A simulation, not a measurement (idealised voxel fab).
process module | voxel wiring stack
cross-section cut | 205 nm wide | cells 5 nm
A cross-section is a grid of square cells, given in bands from the top down. A band is one or more rows of cells.
Each band's line starts with the height of the band's top and of its bottom, in nm. Then come its materials from left to right, each with its width in nm. One material with "throughout" fills the band from edge to edge. "air" is empty space.
Height 0 is the level under which the wafer as received is all one material. The lowest band goes on downwards, as in "0 down".
A width such as "30 to 40" changes by the same amount from each row of cells to the next, from the band's top row to its bottom row.
"no change" after a step means that no cell of the cross-section changed.
closed voids: empty space of 8 cells or more with no open way to the top, each as width x height at its distance from the left edge, in nm
after a step's settings: what the simulator itself notes on the step
overlay nm, on a step with a mask: how far to the right of its planned place the mask lay; to the left if negative
plan
1 op RECEIVE | material Si
2 op CONFORMAL_DEP | material SiO2 | thk nm 15
3 op DIRECTIONAL_DEP | material TiN | thk nm 5
4 op DIRECTIONAL_DEP | material W | thk nm 20
5 op DIRECTIONAL_DEP | material aC | thk nm 10
6 op PATTERN | tone cover | mask id METAL_1 | material resist | width nm 20 | pitch nm 35 | thk nm 30 | overlay nm 0
7 op DIRECTIONAL_ETCH | etch materials aC | depth nm 10
8 op STRIP | etch materials resist
9 op DIRECTIONAL_ETCH | etch materials W | depth nm 20
10 op DIRECTIONAL_ETCH | etch materials TiN | depth nm 5
11 op STRIP | etch materials aC
12 op CONFORMAL_DEP | material SiN | thk nm 5
13 op FILL_DEP | material SiO2 | thk nm 5
14 op CMP | height nm 40
15 op CONFORMAL_DEP | material SiCN | thk nm 5
16 op DIRECTIONAL_DEP | material lowk | thk nm 30
17 op MASKED_ETCH | tone open | mask id METAL_2_HOLES | width nm 15 | pitch nm 70 | etch materials lowk | depth nm 30 | overlay nm 0
18 op PATTERN | tone open | mask id METAL_2 | material resist | width nm 20 | pitch nm 35 | thk nm 20 | overlay nm 0
19 op DIRECTIONAL_ETCH | etch materials lowk | depth nm 15
20 op DIRECTIONAL_ETCH | etch materials SiCN | depth nm 5
21 op STRIP | etch materials resist
22 op CONFORMAL_DEP | material TiN | thk nm 5
23 op FILL_DEP | material Ru | thk nm 5
24 op CMP | height nm 75
25 op CONFORMAL_DEP | material SiCN | thk nm 5
26 op DIRECTIONAL_DEP | material SiO2 | thk nm 35
27 op DIRECTIONAL_DEP | material aC | thk nm 15
28 op PATTERN | tone open | mask id METAL_3 | material resist | width nm 20 | pitch nm 35 | thk nm 30 | overlay nm 0
29 op DIRECTIONAL_ETCH | etch materials aC | depth nm 15
30 op STRIP | etch materials resist
31 op DIRECTIONAL_ETCH | etch materials SiO2 | depth nm 20
32 op STRIP | etch materials aC
33 op MASKED_ETCH | tone open | mask id METAL_3_HOLES | width nm 15 | pitch nm 70 | etch materials SiO2 | depth nm 15 | overlay nm 0
34 op MASKED_ETCH | tone open | mask id METAL_3_HOLES | width nm 15 | pitch nm 70 | etch materials SiCN | depth nm 5 | overlay nm 0
35 op CONFORMAL_DEP | material TiN | thk nm 5
36 op FILL_DEP | material Ru | thk nm 5
37 op CMP | height nm 115
38 op CONFORMAL_DEP | material SiCN | thk nm 5
39 op DIRECTIONAL_DEP | material SiO2 | thk nm 35
40 op DIRECTIONAL_DEP | material aC | thk nm 10
41 op PATTERN | tone open | mask id METAL_4 | material resist | width nm 20 | pitch nm 35 | thk nm 25 | overlay nm 0
42 op DIRECTIONAL_ETCH | etch materials aC | depth nm 10
43 op STRIP | etch materials resist
44 op DIRECTIONAL_ETCH | etch materials SiO2 | depth nm 20
45 op STRIP | etch materials aC
46 op PATTERN | tone open | mask id METAL_4_HOLES | material resist | width nm 15 | pitch nm 70 | thk nm 20 | overlay nm 0
47 op DIRECTIONAL_ETCH | etch materials SiO2 | depth nm 15
48 op DIRECTIONAL_ETCH | etch materials SiCN | depth nm 5
49 op STRIP | etch materials resist
50 op CONFORMAL_DEP | material TiN | thk nm 5
51 op FILL_DEP | material Cu | thk nm 10
52 op CMP | height nm 155
53 op CONFORMAL_DEP | material SiCN | thk nm 5
first wafer, as planned
as received, after step 1
  0 down: Si throughout
  closed voids: none
after step 2
  15 to 0: SiO2 throughout
  below 0: unchanged
after step 3
  20 to 15: TiN throughout
  below 15: unchanged
after step 4
  40 to 20: W throughout
  below 20: unchanged
after step 5
  50 to 40: aC throughout
  below 40: unchanged
after step 6
  80 to 50: air 40 | resist 20 | air 15 | resist 20 | air 15 | resist 20 | air 15 | resist 20 | air 40
  below 50: unchanged
after step 7
  70 to 50: air 40 | resist 20 | air 15 | resist 20 | air 15 | resist 20 | air 15 | resist 20 | air 40
  50 to 40: air 40 | aC 20 | air 15 | aC 20 | air 15 | aC 20 | air 15 | aC 20 | air 40
  below 40: unchanged
after step 8
  50 to 40: air 40 | aC 20 | air 15 | aC 20 | air 15 | aC 20 | air 15 | aC 20 | air 40
  below 40: unchanged
after step 9
  50 to 40: air 40 | aC 20 | air 15 | aC 20 | air 15 | aC 20 | air 15 | aC 20 | air 40
  40 to 20: air 40 | W 20 | air 15 | W 20 | air 15 | W 20 | air 15 | W 20 | air 40
  below 20: unchanged
after step 10
  50 to 40: air 40 | aC 20 | air 15 | aC 20 | air 15 | aC 20 | air 15 | aC 20 | air 40
  40 to 20: air 40 | W 20 | air 15 | W 20 | air 15 | W 20 | air 15 | W 20 | air 40
  20 to 15: air 40 | TiN 20 | air 15 | TiN 20 | air 15 | TiN 20 | air 15 | TiN 20 | air 40
  below 15: unchanged
after step 11
  40 to 20: air 40 | W 20 | air 15 | W 20 | air 15 | W 20 | air 15 | W 20 | air 40
  below 20: unchanged
after step 12
  45 to 40: air 35 | SiN 30 | air 5 | SiN 30 | air 5 | SiN 30 | air 5 | SiN 30 | air 35
  40 to 20: air 35 | SiN 5 | W 20 | SiN 5 | air 5 | SiN 5 | W 20 | SiN 5 | air 5 | SiN 5 | W 20 | SiN 5 | air 5 | SiN 5 | W 20 | SiN 5 | air 35
  20 to 15: SiN 40 | TiN 20 | SiN 15 | TiN 20 | SiN 15 | TiN 20 | SiN 15 | TiN 20 | SiN 40
  below 15: unchanged
after step 13
  50 to 45: SiO2 throughout
  45 to 40: SiO2 35 | SiN 30 | SiO2 5 | SiN 30 | SiO2 5 | SiN 30 | SiO2 5 | SiN 30 | SiO2 35
  40 to 20: SiO2 35 | SiN 5 | W 20 | SiN 5 | SiO2 5 | SiN 5 | W 20 | SiN 5 | SiO2 5 | SiN 5 | W 20 | SiN 5 | SiO2 5 | SiN 5 | W 20 | SiN 5 | SiO2 35
  below 20: unchanged
after step 14
  40 to 20: SiO2 35 | SiN 5 | W 20 | SiN 5 | SiO2 5 | SiN 5 | W 20 | SiN 5 | SiO2 5 | SiN 5 | W 20 | SiN 5 | SiO2 5 | SiN 5 | W 20 | SiN 5 | SiO2 35
  below 20: unchanged
after step 15
  45 to 40: SiCN throughout
  below 40: unchanged
after step 16
  75 to 45: lowk throughout
  below 45: unchanged
after step 17
  75 to 45: lowk 40 | air 15 | lowk 55 | air 15 | lowk 80
  below 45: unchanged
after step 18
  95 to 75: resist 40 | air 20 | resist 15 | air 20 | resist 15 | air 20 | resist 15 | air 20 | resist 40
  below 75: unchanged
after step 19
  95 to 75: resist 40 | air 20 | resist 15 | air 20 | resist 15 | air 20 | resist 15 | air 20 | resist 40
  75 to 60: lowk 40 | air 20 | lowk 15 | air 20 | lowk 15 | air 20 | lowk 15 | air 20 | lowk 40
  below 60: unchanged
after step 20
  95 to 75: resist 40 | air 20 | resist 15 | air 20 | resist 15 | air 20 | resist 15 | air 20 | resist 40
  75 to 60: lowk 40 | air 20 | lowk 15 | air 20 | lowk 15 | air 20 | lowk 15 | air 20 | lowk 40
  60 to 45: lowk 40 | air 15 | lowk 55 | air 15 | lowk 80
  45 to 40: SiCN 40 | air 15 | SiCN 55 | air 15 | SiCN 80
  below 40: unchanged
after step 21
  75 to 60: lowk 40 | air 20 | lowk 15 | air 20 | lowk 15 | air 20 | lowk 15 | air 20 | lowk 40
  below 60: unchanged
after step 22
  80 to 75: TiN 45 | air 10 | TiN 25 | air 10 | TiN 25 | air 10 | TiN 25 | air 10 | TiN 45
  75 to 65: lowk 40 | TiN 5 | air 10 | TiN 5 | lowk 15 | TiN 5 | air 10 | TiN 5 | lowk 15 | TiN 5 | air 10 | TiN 5 | lowk 15 | TiN 5 | air 10 | TiN 5 | lowk 40
  65 to 60: lowk 40 | TiN 5 | air 5 | TiN 10 | lowk 15 | TiN 20 | lowk 15 | TiN 5 | air 5 | TiN 10 | lowk 15 | TiN 20 | lowk 40
  60 to 45: lowk 40 | TiN 5 | air 5 | TiN 5 | lowk 55 | TiN 5 | air 5 | TiN 5 | lowk 80
  45 to 40: SiCN 40 | TiN 15 | SiCN 55 | TiN 15 | SiCN 80
  below 40: unchanged
after step 23
  85 to 80: Ru throughout
  80 to 75: TiN 45 | Ru 10 | TiN 25 | Ru 10 | TiN 25 | Ru 10 | TiN 25 | Ru 10 | TiN 45
  75 to 65: lowk 40 | TiN 5 | Ru 10 | TiN 5 | lowk 15 | TiN 5 | Ru 10 | TiN 5 | lowk 15 | TiN 5 | Ru 10 | TiN 5 | lowk 15 | TiN 5 | Ru 10 | TiN 5 | lowk 40
  65 to 60: lowk 40 | TiN 5 | Ru 5 | TiN 10 | lowk 15 | TiN 20 | lowk 15 | TiN 5 | Ru 5 | TiN 10 | lowk 15 | TiN 20 | lowk 40
  60 to 45: lowk 40 | TiN 5 | Ru 5 | TiN 5 | lowk 55 | TiN 5 | Ru 5 | TiN 5 | lowk 80
  below 45: unchanged
after step 24
  75 to 65: lowk 40 | TiN 5 | Ru 10 | TiN 5 | lowk 15 | TiN 5 | Ru 10 | TiN 5 | lowk 15 | TiN 5 | Ru 10 | TiN 5 | lowk 15 | TiN 5 | Ru 10 | TiN 5 | lowk 40
  below 65: unchanged
after step 25
  80 to 75: SiCN throughout
  below 75: unchanged
after step 26
  115 to 80: SiO2 throughout
  below 80: unchanged
after step 27
  130 to 115: aC throughout
  below 115: unchanged
after step 28
  160 to 130: resist 40 | air 20 | resist 15 | air 20 | resist 15 | air 20 | resist 15 | air 20 | resist 40
  below 130: unchanged
after step 29
  145 to 130: resist 40 | air 20 | resist 15 | air 20 | resist 15 | air 20 | resist 15 | air 20 | resist 40
  130 to 115: aC 40 | air 20 | aC 15 | air 20 | aC 15 | air 20 | aC 15 | air 20 | aC 40
  below 115: unchanged
after step 30
  130 to 115: aC 40 | air 20 | aC 15 | air 20 | aC 15 | air 20 | aC 15 | air 20 | aC 40
  below 115: unchanged
after step 31
  130 to 115: aC 40 | air 20 | aC 15 | air 20 | aC 15 | air 20 | aC 15 | air 20 | aC 40
  115 to 95: SiO2 40 | air 20 | SiO2 15 | air 20 | SiO2 15 | air 20 | SiO2 15 | air 20 | SiO2 40
  below 95: unchanged
after step 32
  115 to 95: SiO2 40 | air 20 | SiO2 15 | air 20 | SiO2 15 | air 20 | SiO2 15 | air 20 | SiO2 40
  below 95: unchanged
after step 33
  115 to 95: SiO2 40 | air 20 | SiO2 15 | air 20 | SiO2 15 | air 20 | SiO2 15 | air 20 | SiO2 40
  95 to 80: SiO2 40 | air 15 | SiO2 55 | air 15 | SiO2 80
  below 80: unchanged
after step 34
  115 to 95: SiO2 40 | air 20 | SiO2 15 | air 20 | SiO2 15 | air 20 | SiO2 15 | air 20 | SiO2 40
  95 to 80: SiO2 40 | air 15 | SiO2 55 | air 15 | SiO2 80
  80 to 75: SiCN 40 | air 15 | SiCN 55 | air 15 | SiCN 80
  below 75: unchanged
after step 35
  120 to 115: TiN 45 | air 10 | TiN 25 | air 10 | TiN 25 | air 10 | TiN 25 | air 10 | TiN 45
  115 to 100: SiO2 40 | TiN 5 | air 10 | TiN 5 | SiO2 15 | TiN 5 | air 10 | TiN 5 | SiO2 15 | TiN 5 | air 10 | TiN 5 | SiO2 15 | TiN 5 | air 10 | TiN 5 | SiO2 40
  100 to 95: SiO2 40 | TiN 5 | air 5 | TiN 10 | SiO2 15 | TiN 20 | SiO2 15 | TiN 5 | air 5 | TiN 10 | SiO2 15 | TiN 20 | SiO2 40
  95 to 80: SiO2 40 | TiN 5 | air 5 | TiN 5 | SiO2 55 | TiN 5 | air 5 | TiN 5 | SiO2 80
  80 to 75: SiCN 40 | TiN 15 | SiCN 55 | TiN 15 | SiCN 80
  below 75: unchanged
after step 36
  125 to 120: Ru throughout
  120 to 115: TiN 45 | Ru 10 | TiN 25 | Ru 10 | TiN 25 | Ru 10 | TiN 25 | Ru 10 | TiN 45
  115 to 100: SiO2 40 | TiN 5 | Ru 10 | TiN 5 | SiO2 15 | TiN 5 | Ru 10 | TiN 5 | SiO2 15 | TiN 5 | Ru 10 | TiN 5 | SiO2 15 | TiN 5 | Ru 10 | TiN 5 | SiO2 40
  100 to 95: SiO2 40 | TiN 5 | Ru 5 | TiN 10 | SiO2 15 | TiN 20 | SiO2 15 | TiN 5 | Ru 5 | TiN 10 | SiO2 15 | TiN 20 | SiO2 40
  95 to 80: SiO2 40 | TiN 5 | Ru 5 | TiN 5 | SiO2 55 | TiN 5 | Ru 5 | TiN 5 | SiO2 80
  below 80: unchanged
after step 37
  115 to 100: SiO2 40 | TiN 5 | Ru 10 | TiN 5 | SiO2 15 | TiN 5 | Ru 10 | TiN 5 | SiO2 15 | TiN 5 | Ru 10 | TiN 5 | SiO2 15 | TiN 5 | Ru 10 | TiN 5 | SiO2 40
  below 100: unchanged
after step 38
  120 to 115: SiCN throughout
  below 115: unchanged
after step 39
  155 to 120: SiO2 throughout
  below 120: unchanged
after step 40
  165 to 155: aC throughout
  below 155: unchanged
after step 41
  190 to 165: resist 40 | air 20 | resist 15 | air 20 | resist 15 | air 20 | resist 15 | air 20 | resist 40
  below 165: unchanged
after step 42
  180 to 165: resist 40 | air 20 | resist 15 | air 20 | resist 15 | air 20 | resist 15 | air 20 | resist 40
  165 to 155: aC 40 | air 20 | aC 15 | air 20 | aC 15 | air 20 | aC 15 | air 20 | aC 40
  below 155: unchanged
after step 43
  165 to 155: aC 40 | air 20 | aC 15 | air 20 | aC 15 | air 20 | aC 15 | air 20 | aC 40
  below 155: unchanged
after step 44
  165 to 155: aC 40 | air 20 | aC 15 | air 20 | aC 15 | air 20 | aC 15 | air 20 | aC 40
  155 to 135: SiO2 40 | air 20 | SiO2 15 | air 20 | SiO2 15 | air 20 | SiO2 15 | air 20 | SiO2 40
  below 135: unchanged
after step 45
  155 to 135: SiO2 40 | air 20 | SiO2 15 | air 20 | SiO2 15 | air 20 | SiO2 15 | air 20 | SiO2 40
  below 135: unchanged
after step 46
  175 to 155: resist 40 | air 15 | resist 55 | air 15 | resist 80
  155 to 135: SiO2 40 | air 15 | resist 5 | SiO2 15 | resist 20 | SiO2 15 | air 15 | resist 5 | SiO2 15 | resist 20 | SiO2 40
  below 135: unchanged
after step 47
  175 to 155: resist 40 | air 15 | resist 55 | air 15 | resist 80
  155 to 135: SiO2 40 | air 15 | resist 5 | SiO2 15 | resist 20 | SiO2 15 | air 15 | resist 5 | SiO2 15 | resist 20 | SiO2 40
  135 to 120: SiO2 40 | air 15 | SiO2 55 | air 15 | SiO2 80
  below 120: unchanged
after step 48
  175 to 155: resist 40 | air 15 | resist 55 | air 15 | resist 80
  155 to 135: SiO2 40 | air 15 | resist 5 | SiO2 15 | resist 20 | SiO2 15 | air 15 | resist 5 | SiO2 15 | resist 20 | SiO2 40
  135 to 120: SiO2 40 | air 15 | SiO2 55 | air 15 | SiO2 80
  120 to 115: SiCN 40 | air 15 | SiCN 55 | air 15 | SiCN 80
  below 115: unchanged
after step 49
  155 to 135: SiO2 40 | air 20 | SiO2 15 | air 20 | SiO2 15 | air 20 | SiO2 15 | air 20 | SiO2 40
  below 135: unchanged
after step 50
  160 to 155: TiN 45 | air 10 | TiN 25 | air 10 | TiN 25 | air 10 | TiN 25 | air 10 | TiN 45
  155 to 140: SiO2 40 | TiN 5 | air 10 | TiN 5 | SiO2 15 | TiN 5 | air 10 | TiN 5 | SiO2 15 | TiN 5 | air 10 | TiN 5 | SiO2 15 | TiN 5 | air 10 | TiN 5 | SiO2 40
  140 to 135: SiO2 40 | TiN 5 | air 5 | TiN 10 | SiO2 15 | TiN 20 | SiO2 15 | TiN 5 | air 5 | TiN 10 | SiO2 15 | TiN 20 | SiO2 40
  135 to 120: SiO2 40 | TiN 5 | air 5 | TiN 5 | SiO2 55 | TiN 5 | air 5 | TiN 5 | SiO2 80
  120 to 115: SiCN 40 | TiN 15 | SiCN 55 | TiN 15 | SiCN 80
  below 115: unchanged
after step 51
  170 to 160: Cu throughout
  160 to 155: TiN 45 | Cu 10 | TiN 25 | Cu 10 | TiN 25 | Cu 10 | TiN 25 | Cu 10 | TiN 45
  155 to 140: SiO2 40 | TiN 5 | Cu 10 | TiN 5 | SiO2 15 | TiN 5 | Cu 10 | TiN 5 | SiO2 15 | TiN 5 | Cu 10 | TiN 5 | SiO2 15 | TiN 5 | Cu 10 | TiN 5 | SiO2 40
  140 to 135: SiO2 40 | TiN 5 | Cu 5 | TiN 10 | SiO2 15 | TiN 20 | SiO2 15 | TiN 5 | Cu 5 | TiN 10 | SiO2 15 | TiN 20 | SiO2 40
  135 to 120: SiO2 40 | TiN 5 | Cu 5 | TiN 5 | SiO2 55 | TiN 5 | Cu 5 | TiN 5 | SiO2 80
  below 120: unchanged
after step 52
  155 to 140: SiO2 40 | TiN 5 | Cu 10 | TiN 5 | SiO2 15 | TiN 5 | Cu 10 | TiN 5 | SiO2 15 | TiN 5 | Cu 10 | TiN 5 | SiO2 15 | TiN 5 | Cu 10 | TiN 5 | SiO2 40
  below 140: unchanged
after step 53
  160 to 155: SiCN throughout
  below 155: unchanged
second wafer: like start, like plan, one mistake. Through step 17 it matches the first wafer
when step 18 should have ended
  95 to 75: resist 45 | air 20 | resist 15 | air 20 | resist 15 | air 20 | resist 15 | air 20 | resist 35
  75 to 45: lowk 40 | resist 5 | air 10 | lowk 55 | resist 5 | air 10 | lowk 80
  below 45: unchanged
when step 19 should have ended
  95 to 75: resist 45 | air 20 | resist 15 | air 20 | resist 15 | air 20 | resist 15 | air 20 | resist 35
  75 to 60: lowk 40 | resist 5 | air 20 | lowk 15 | air 20 | lowk 10 | resist 5 | air 20 | lowk 15 | air 20 | lowk 35
  below 60: unchanged
when step 20 should have ended
  95 to 75: resist 45 | air 20 | resist 15 | air 20 | resist 15 | air 20 | resist 15 | air 20 | resist 35
  75 to 60: lowk 40 | resist 5 | air 20 | lowk 15 | air 20 | lowk 10 | resist 5 | air 20 | lowk 15 | air 20 | lowk 35
  60 to 45: lowk 40 | resist 5 | air 10 | lowk 55 | resist 5 | air 10 | lowk 80
  45 to 40: SiCN 45 | air 10 | SiCN 60 | air 10 | SiCN 80
  below 40: unchanged
when step 21 should have ended
  75 to 60: lowk 40 | air 25 | lowk 15 | air 20 | lowk 10 | air 25 | lowk 15 | air 20 | lowk 35
  60 to 45: lowk 40 | air 15 | lowk 55 | air 15 | lowk 80
  below 45: unchanged
when step 22 should have ended
  80 to 75: TiN 45 | air 15 | TiN 25 | air 10 | TiN 20 | air 15 | TiN 25 | air 10 | TiN 40
  75 to 65: lowk 40 | TiN 5 | air 15 | TiN 5 | lowk 15 | TiN 5 | air 10 | TiN 5 | lowk 10 | TiN 5 | air 15 | TiN 5 | lowk 15 | TiN 5 | air 10 | TiN 5 | lowk 35
  65 to 60: lowk 40 | TiN 5 | air 5 | TiN 15 | lowk 15 | TiN 20 | lowk 10 | TiN 5 | air 5 | TiN 15 | lowk 15 | TiN 20 | lowk 35
  60 to 50: lowk 40 | TiN 5 | air 5 | TiN 5 | lowk 55 | TiN 5 | air 5 | TiN 5 | lowk 80
  50 to 45: lowk 40 | TiN 15 | lowk 55 | TiN 15 | lowk 80
  45 to 40: SiCN 45 | TiN 10 | SiCN 60 | TiN 10 | SiCN 80
  below 40: unchanged
when step 23 should have ended
  85 to 80: Ru throughout
  80 to 75: TiN 45 | Ru 15 | TiN 25 | Ru 10 | TiN 20 | Ru 15 | TiN 25 | Ru 10 | TiN 40
  75 to 65: lowk 40 | TiN 5 | Ru 15 | TiN 5 | lowk 15 | TiN 5 | Ru 10 | TiN 5 | lowk 10 | TiN 5 | Ru 15 | TiN 5 | lowk 15 | TiN 5 | Ru 10 | TiN 5 | lowk 35
  65 to 60: lowk 40 | TiN 5 | Ru 5 | TiN 15 | lowk 15 | TiN 20 | lowk 10 | TiN 5 | Ru 5 | TiN 15 | lowk 15 | TiN 20 | lowk 35
  60 to 50: lowk 40 | TiN 5 | Ru 5 | TiN 5 | lowk 55 | TiN 5 | Ru 5 | TiN 5 | lowk 80
  below 50: unchanged
when step 24 should have ended
  75 to 65: lowk 40 | TiN 5 | Ru 15 | TiN 5 | lowk 15 | TiN 5 | Ru 10 | TiN 5 | lowk 10 | TiN 5 | Ru 15 | TiN 5 | lowk 15 | TiN 5 | Ru 10 | TiN 5 | lowk 35
  below 65: unchanged
when step 25 should have ended
  80 to 75: SiCN throughout
  below 75: unchanged
when step 26 should have ended
  115 to 80: SiO2 throughout
  below 80: unchanged
when step 27 should have ended
  130 to 115: aC throughout
  below 115: unchanged
when step 28 should have ended
  160 to 130: resist 40 | air 20 | resist 15 | air 20 | resist 15 | air 20 | resist 15 | air 20 | resist 40
  below 130: unchanged
when step 29 should have ended
  145 to 130: resist 40 | air 20 | resist 15 | air 20 | resist 15 | air 20 | resist 15 | air 20 | resist 40
  130 to 115: aC 40 | air 20 | aC 15 | air 20 | aC 15 | air 20 | aC 15 | air 20 | aC 40
  below 115: unchanged
when step 30 should have ended
  130 to 115: aC 40 | air 20 | aC 15 | air 20 | aC 15 | air 20 | aC 15 | air 20 | aC 40
  below 115: unchanged
when step 31 should have ended
  130 to 115: aC 40 | air 20 | aC 15 | air 20 | aC 15 | air 20 | aC 15 | air 20 | aC 40
  115 to 95: SiO2 40 | air 20 | SiO2 15 | air 20 | SiO2 15 | air 20 | SiO2 15 | air 20 | SiO2 40
  below 95: unchanged
when step 32 should have ended
  115 to 95: SiO2 40 | air 20 | SiO2 15 | air 20 | SiO2 15 | air 20 | SiO2 15 | air 20 | SiO2 40
  below 95: unchanged
when step 33 should have ended
  115 to 95: SiO2 40 | air 20 | SiO2 15 | air 20 | SiO2 15 | air 20 | SiO2 15 | air 20 | SiO2 40
  95 to 80: SiO2 40 | air 15 | SiO2 55 | air 15 | SiO2 80
  below 80: unchanged
when step 34 should have ended
  115 to 95: SiO2 40 | air 20 | SiO2 15 | air 20 | SiO2 15 | air 20 | SiO2 15 | air 20 | SiO2 40
  95 to 80: SiO2 40 | air 15 | SiO2 55 | air 15 | SiO2 80
  80 to 75: SiCN 40 | air 15 | SiCN 55 | air 15 | SiCN 80
  below 75: unchanged
when step 35 should have ended
  120 to 115: TiN 45 | air 10 | TiN 25 | air 10 | TiN 25 | air 10 | TiN 25 | air 10 | TiN 45
  115 to 100: SiO2 40 | TiN 5 | air 10 | TiN 5 | SiO2 15 | TiN 5 | air 10 | TiN 5 | SiO2 15 | TiN 5 | air 10 | TiN 5 | SiO2 15 | TiN 5 | air 10 | TiN 5 | SiO2 40
  100 to 95: SiO2 40 | TiN 5 | air 5 | TiN 10 | SiO2 15 | TiN 20 | SiO2 15 | TiN 5 | air 5 | TiN 10 | SiO2 15 | TiN 20 | SiO2 40
  95 to 80: SiO2 40 | TiN 5 | air 5 | TiN 5 | SiO2 55 | TiN 5 | air 5 | TiN 5 | SiO2 80
  80 to 75: SiCN 40 | TiN 15 | SiCN 55 | TiN 15 | SiCN 80
  below 75: unchanged
when step 36 should have ended
  125 to 120: Ru throughout
  120 to 115: TiN 45 | Ru 10 | TiN 25 | Ru 10 | TiN 25 | Ru 10 | TiN 25 | Ru 10 | TiN 45
  115 to 100: SiO2 40 | TiN 5 | Ru 10 | TiN 5 | SiO2 15 | TiN 5 | Ru 10 | TiN 5 | SiO2 15 | TiN 5 | Ru 10 | TiN 5 | SiO2 15 | TiN 5 | Ru 10 | TiN 5 | SiO2 40
  100 to 95: SiO2 40 | TiN 5 | Ru 5 | TiN 10 | SiO2 15 | TiN 20 | SiO2 15 | TiN 5 | Ru 5 | TiN 10 | SiO2 15 | TiN 20 | SiO2 40
  95 to 80: SiO2 40 | TiN 5 | Ru 5 | TiN 5 | SiO2 55 | TiN 5 | Ru 5 | TiN 5 | SiO2 80
  below 80: unchanged
when step 37 should have ended
  115 to 100: SiO2 40 | TiN 5 | Ru 10 | TiN 5 | SiO2 15 | TiN 5 | Ru 10 | TiN 5 | SiO2 15 | TiN 5 | Ru 10 | TiN 5 | SiO2 15 | TiN 5 | Ru 10 | TiN 5 | SiO2 40
  below 100: unchanged
when step 38 should have ended
  120 to 115: SiCN throughout
  below 115: unchanged
when step 39 should have ended
  155 to 120: SiO2 throughout
  below 120: unchanged
when step 40 should have ended
  165 to 155: aC throughout
  below 155: unchanged
when step 41 should have ended
  190 to 165: resist 40 | air 20 | resist 15 | air 20 | resist 15 | air 20 | resist 15 | air 20 | resist 40
  below 165: unchanged
when step 42 should have ended
  180 to 165: resist 40 | air 20 | resist 15 | air 20 | resist 15 | air 20 | resist 15 | air 20 | resist 40
  165 to 155: aC 40 | air 20 | aC 15 | air 20 | aC 15 | air 20 | aC 15 | air 20 | aC 40
  below 155: unchanged
when step 43 should have ended
  165 to 155: aC 40 | air 20 | aC 15 | air 20 | aC 15 | air 20 | aC 15 | air 20 | aC 40
  below 155: unchanged
when step 44 should have ended
  165 to 155: aC 40 | air 20 | aC 15 | air 20 | aC 15 | air 20 | aC 15 | air 20 | aC 40
  155 to 135: SiO2 40 | air 20 | SiO2 15 | air 20 | SiO2 15 | air 20 | SiO2 15 | air 20 | SiO2 40
  below 135: unchanged
when step 45 should have ended
  155 to 135: SiO2 40 | air 20 | SiO2 15 | air 20 | SiO2 15 | air 20 | SiO2 15 | air 20 | SiO2 40
  below 135: unchanged
when step 46 should have ended
  175 to 155: resist 40 | air 15 | resist 55 | air 15 | resist 80
  155 to 135: SiO2 40 | air 15 | resist 5 | SiO2 15 | resist 20 | SiO2 15 | air 15 | resist 5 | SiO2 15 | resist 20 | SiO2 40
  below 135: unchanged
when step 47 should have ended
  175 to 155: resist 40 | air 15 | resist 55 | air 15 | resist 80
  155 to 135: SiO2 40 | air 15 | resist 5 | SiO2 15 | resist 20 | SiO2 15 | air 15 | resist 5 | SiO2 15 | resist 20 | SiO2 40
  135 to 120: SiO2 40 | air 15 | SiO2 55 | air 15 | SiO2 80
  below 120: unchanged
when step 48 should have ended
  175 to 155: resist 40 | air 15 | resist 55 | air 15 | resist 80
  155 to 135: SiO2 40 | air 15 | resist 5 | SiO2 15 | resist 20 | SiO2 15 | air 15 | resist 5 | SiO2 15 | resist 20 | SiO2 40
  135 to 120: SiO2 40 | air 15 | SiO2 55 | air 15 | SiO2 80
  120 to 115: SiCN 40 | air 15 | SiCN 55 | air 15 | SiCN 80
  below 115: unchanged
when step 49 should have ended
  155 to 135: SiO2 40 | air 20 | SiO2 15 | air 20 | SiO2 15 | air 20 | SiO2 15 | air 20 | SiO2 40
  below 135: unchanged
when step 50 should have ended
  160 to 155: TiN 45 | air 10 | TiN 25 | air 10 | TiN 25 | air 10 | TiN 25 | air 10 | TiN 45
  155 to 140: SiO2 40 | TiN 5 | air 10 | TiN 5 | SiO2 15 | TiN 5 | air 10 | TiN 5 | SiO2 15 | TiN 5 | air 10 | TiN 5 | SiO2 15 | TiN 5 | air 10 | TiN 5 | SiO2 40
  140 to 135: SiO2 40 | TiN 5 | air 5 | TiN 10 | SiO2 15 | TiN 20 | SiO2 15 | TiN 5 | air 5 | TiN 10 | SiO2 15 | TiN 20 | SiO2 40
  135 to 120: SiO2 40 | TiN 5 | air 5 | TiN 5 | SiO2 55 | TiN 5 | air 5 | TiN 5 | SiO2 80
  120 to 115: SiCN 40 | TiN 15 | SiCN 55 | TiN 15 | SiCN 80
  below 115: unchanged
when step 51 should have ended
  170 to 160: Cu throughout
  160 to 155: TiN 45 | Cu 10 | TiN 25 | Cu 10 | TiN 25 | Cu 10 | TiN 25 | Cu 10 | TiN 45
  155 to 140: SiO2 40 | TiN 5 | Cu 10 | TiN 5 | SiO2 15 | TiN 5 | Cu 10 | TiN 5 | SiO2 15 | TiN 5 | Cu 10 | TiN 5 | SiO2 15 | TiN 5 | Cu 10 | TiN 5 | SiO2 40
  140 to 135: SiO2 40 | TiN 5 | Cu 5 | TiN 10 | SiO2 15 | TiN 20 | SiO2 15 | TiN 5 | Cu 5 | TiN 10 | SiO2 15 | TiN 20 | SiO2 40
  135 to 120: SiO2 40 | TiN 5 | Cu 5 | TiN 5 | SiO2 55 | TiN 5 | Cu 5 | TiN 5 | SiO2 80
  below 120: unchanged
when step 52 should have ended
  155 to 140: SiO2 40 | TiN 5 | Cu 10 | TiN 5 | SiO2 15 | TiN 5 | Cu 10 | TiN 5 | SiO2 15 | TiN 5 | Cu 10 | TiN 5 | SiO2 15 | TiN 5 | Cu 10 | TiN 5 | SiO2 40
  below 140: unchanged
when step 53 should have ended
  160 to 155: SiCN throughout
  below 155: unchanged
what went wrong: step 18 ran as: op PATTERN | tone open | mask id METAL_2 | material resist | width nm 20 | pitch nm 35 | thk nm 20 | overlay nm 5
at the end the second wafer has, in cells: 2 more of Ru | 2 more of SiCN | 2 more of TiN | 6 fewer of lowk
